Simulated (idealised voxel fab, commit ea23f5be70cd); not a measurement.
You're looking at the process module voxel capacitor over wiring.
Cross-section cut spans 255 nm and uses square cells 5 nm in size.
Notation: cross-section as square-cell grid; stated in bands, top first, going down; one or more cell rows per band. Heads up on the band format: heights come first, top then bottom, in nm. After that it's the materials left to right, each with its width in nm. A single material flagged "throughout" fills the whole band edge to edge, and "air" means there's empty space there. It should be noted that heights are counted from 0, beneath which the wafer as supplied is of one material throughout, and that the lowest band possesses no lower boundary but continues downward, as written in "0 down". Note: "30 to 40" means the width goes from the first number (top row of the band) to the second number (bottom row) in equal steps per row of cells. The cross-section has no changed cell in any step marked "no alteration". The entry "Fully enclosed voids" lists the empty spaces that cover at least 8 cells and have no open path to the top. Each is written as width x height at distance, where the distance is measured from the left edge and all three values are in nm. Anything after a step's settings on that line? It's the simulator's own note about the step. A step line may carry the setting "overlay nm", which, for steps involving a mask, states the distance by which the mask lay to the right of its intended position; negative values denote displacement to the left.
BELOW IS THE LIST OF PLANNED PROCESS STEPS
1. RECEIVE,material Si
2. CONFORMAL_DEP,material SiO2,thk nm 10
3. CONFORMAL_DEP,material SiCN,thk nm 5
4. DIRECTIONAL_DEP,material SiO2,thk nm 20
5. PATTERN,tone open,mask id METAL_1,material resist,width nm 30,pitch nm 95,thk nm 20,overlay nm 0
6. DIRECTIONAL_ETCH,etch materials SiO2,depth nm 20
7. DIRECTIONAL_ETCH,etch materials SiCN,depth nm 5
8. STRIP,etch materials resist
9. CONFORMAL_DEP,material TiN,thk nm 5
10. FILL_DEP,material Ru,thk nm 5
11. CMP,height nm 35
12. CONFORMAL_DEP,material SiCN,thk nm 5
13. DIRECTIONAL_DEP,material SiO2,thk nm 15
14. PATTERN,tone open,mask id PLUG_1,material resist,width nm 15,thk nm 20,overlay nm 0
15. DIRECTIONAL_ETCH,etch materials SiO2,depth nm 15
16. DIRECTIONAL_ETCH,etch materials SiCN,depth nm 5
17. STRIP,etch materials resist
18. EPI,material Ru,thk nm 10
19. EPI,material Ru,thk nm 10
20. DIRECTIONAL_DEP,material TiN,thk nm 10
21. DIRECTIONAL_DEP,material HfO2,thk nm 5
22. DIRECTIONAL_DEP,material TiN,thk nm 10
23. MASKED_ETCH,tone cover,mask id UPPER_PLATE,width nm 70,etch materials TiN,depth nm 10,overlay nm 0
24. MASKED_ETCH,tone cover,mask id UPPER_PLATE,width nm 70,etch materials HfO2,depth nm 5,overlay nm 0
25. DIRECTIONAL_DEP,material aC,thk nm 15
26. PATTERN,tone cover,mask id LOWER_PLATE,material resist,width nm 80,thk nm 35,overlay nm 0
27. DIRECTIONAL_ETCH,etch materials aC,depth nm 15
28. STRIP,etch materials resist
29. DIRECTIONAL_ETCH,etch materials TiN,depth nm 10
30. STRIP,etch materials aC
31. FILL_DEP,material SiO2,thk nm 15
32. CMP,height nm 90
33. DIRECTIONAL_DEP,material aC,thk nm 15
34. PATTERN,tone open,mask id PLUG_2,material resist,width nm 15,thk nm 30,overlay nm 0
35. DIRECTIONAL_ETCH,etch materials aC,depth nm 15
36. STRIP,etch materials resist
37. DIRECTIONAL_ETCH,etch materials SiO2,depth nm 10
38. STRIP,etch materials aC
39. CONFORMAL_DEP,material TiN,thk nm 5
40. FILL_DEP,material W,thk nm 10
41. CMP,height nm 90
42. CONFORMAL_DEP,material SiN,thk nm 5
CROSS-SECTION, INCOMING MATERIAL, AFTER STEP 1
* 0 down  Si throughout
* Fully enclosed voids: none
WHAT THE WAFER LOOKS LIKE IN CROSS-SECTION AFTER THIS MODULE, WHEN IT STARTS AS SHOWN ABOVE AND FOLLOWS THE PLAN ABOVE BUT ONE MISTAKE IS MADE IN RUNNING IT
* 95 to 90  SiN throughout
* 90 to 85  W (85), TiN (5), SiO2 (15), TiN (5), W (145)
* 85 to 80  TiN (90), SiO2 (15), TiN (150)
* 80 to 70  SiO2 (80), TiN (70), SiO2 (105)
* 70 to 65  SiO2 (80), HfO2 (70), SiO2 (105)
* 65 to 55  SiO2 (75), TiN (80), SiO2 (100)
* 55 to 40  SiO2 (80), Ru (15), SiO2 (160)
* 40 to 35  SiCN (80), Ru (15), SiCN (160)
* 35 to 15  SiO2 (65), TiN (5), Ru (20), TiN (5), SiO2 (65), TiN (5), Ru (20), TiN (5), SiO2 (65)
* 15 to 10  SiCN (65), TiN (30), SiCN (65), TiN (30), SiCN (65)
* 10 to 0  SiO2 throughout
* 0 down  Si throughout
* Fully enclosed voids: none
Heads up, the wafer didn't run the way we planned it: it should be noted that step 34 was executed with settings other than those planned, the operation and settings actually applied being PATTERN,tone cover,mask id PLUG_2,material resist,width nm 15,thk nm 30,overlay nm 0
